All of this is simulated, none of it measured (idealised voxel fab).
process module | voxel capacitor over wiring
cross-section cut | 200 nm wide | cells 5 nm
A cross-section is a grid of square cells, given in bands from the top down. A band is one or more rows of cells.
Each band's line starts with the height of the band's top and of its bottom, in nm. Then come its materials from left to right, each with its width in nm. One material with "throughout" fills the band from edge to edge. "air" is empty space.
Height 0 is the level under which the wafer as received is all one material. The lowest band goes on downwards, as in "0 down".
A width such as "30 to 40" changes by the same amount from each row of cells to the next, from the band's top row to its bottom row.
"no change" after a step means that no cell of the cross-section changed.
closed voids: empty space of 8 cells or more with no open way to the top, each as width x height at its distance from the left edge, in nm
after a step's settings: what the simulator itself notes on the step
overlay nm, on a step with a mask: how far to the right of its planned place the mask lay; to the left if negative
plan
1 op RECEIVE | material Si
2 op CONFORMAL_DEP | material SiO2 | thk nm 15
3 op CONFORMAL_DEP | material SiCN | thk nm 5
4 op DIRECTIONAL_DEP | material lowk | thk nm 20
5 op PATTERN | tone open | mask id METAL_1 | material resist | width nm 30 | pitch nm 80 | thk nm 20 | overlay nm 0
6 op DIRECTIONAL_ETCH | etch materials lowk | depth nm 20
7 op DIRECTIONAL_ETCH | etch materials SiCN | depth nm 5
8 op STRIP | etch materials resist
9 op CONFORMAL_DEP | material TiN | thk nm 5
10 op FILL_DEP | material Cu | thk nm 5
11 op CMP | height nm 40
12 op CONFORMAL_DEP | material SiCN | thk nm 5
13 op DIRECTIONAL_DEP | material lowk | thk nm 10
14 op MASKED_ETCH | tone open | mask id PLUG_1 | width nm 15 | etch materials lowk | depth nm 10 | overlay nm 0
15 op MASKED_ETCH | tone open | mask id PLUG_1 | width nm 15 | etch materials SiCN | depth nm 5 | overlay nm 0
16 op EPI | material Ru | thk nm 10
17 op EPI | material Ru | thk nm 5
18 op DIRECTIONAL_DEP | material TiN | thk nm 10
19 op DIRECTIONAL_DEP | material Al2O3 | thk nm 5
20 op DIRECTIONAL_DEP | material TiN | thk nm 5
21 op PATTERN | tone cover | mask id UPPER_PLATE | material resist | width nm 55 | thk nm 15 | overlay nm 0
22 op DIRECTIONAL_ETCH | etch materials TiN | depth nm 5
23 op DIRECTIONAL_ETCH | etch materials Al2O3 | depth nm 5
24 op STRIP | etch materials resist
25 op MASKED_ETCH | tone cover | mask id LOWER_PLATE | width nm 65 | etch materials TiN | depth nm 10 | overlay nm 0
26 op FILL_DEP | material SiO2 | thk nm 15
27 op CMP | height nm 85
28 op PATTERN | tone open | mask id PLUG_2 | material resist | width nm 15 | thk nm 15 | overlay nm 0
29 op DIRECTIONAL_ETCH | etch materials SiO2 | depth nm 10
30 op STRIP | etch materials resist
31 op CONFORMAL_DEP | material TiN | thk nm 5
32 op FILL_DEP | material W | thk nm 10
33 op CMP | height nm 85
34 op CONFORMAL_DEP | material SiN | thk nm 5
as received, after step 1
  0 down: Si throughout
  closed voids: none
a wafer at the end: this start, this plan, one mistake
  100 to 95: SiN throughout
  95 to 90: W throughout
  90 to 85: TiN 75 | W 5 | TiN 120
  85 to 80: SiO2 70 | TiN 5 | W 5 | TiN 5 | SiO2 115
  80 to 70: SiO2 70 to 60 | TiN 15 to 55 | SiO2 115 to 85
  70 to 65: SiO2 60 | Al2O3 55 | SiO2 85
  65 to 55: SiO2 55 | TiN 65 | SiO2 80
  55 to 45: lowk 60 | Ru 15 | lowk 125
  45 to 40: SiCN 60 | Ru 15 | SiCN 125
  40 to 20: lowk 45 | TiN 5 | Cu 20 | TiN 5 | lowk 50 | TiN 5 | Cu 20 | TiN 5 | lowk 45
  20 to 15: SiCN 45 | TiN 30 | SiCN 50 | TiN 30 | SiCN 45
  15 to 0: SiO2 throughout
  0 down: Si throughout
  closed voids: none
what went wrong: step 33 ran as: op CMP | height nm 95
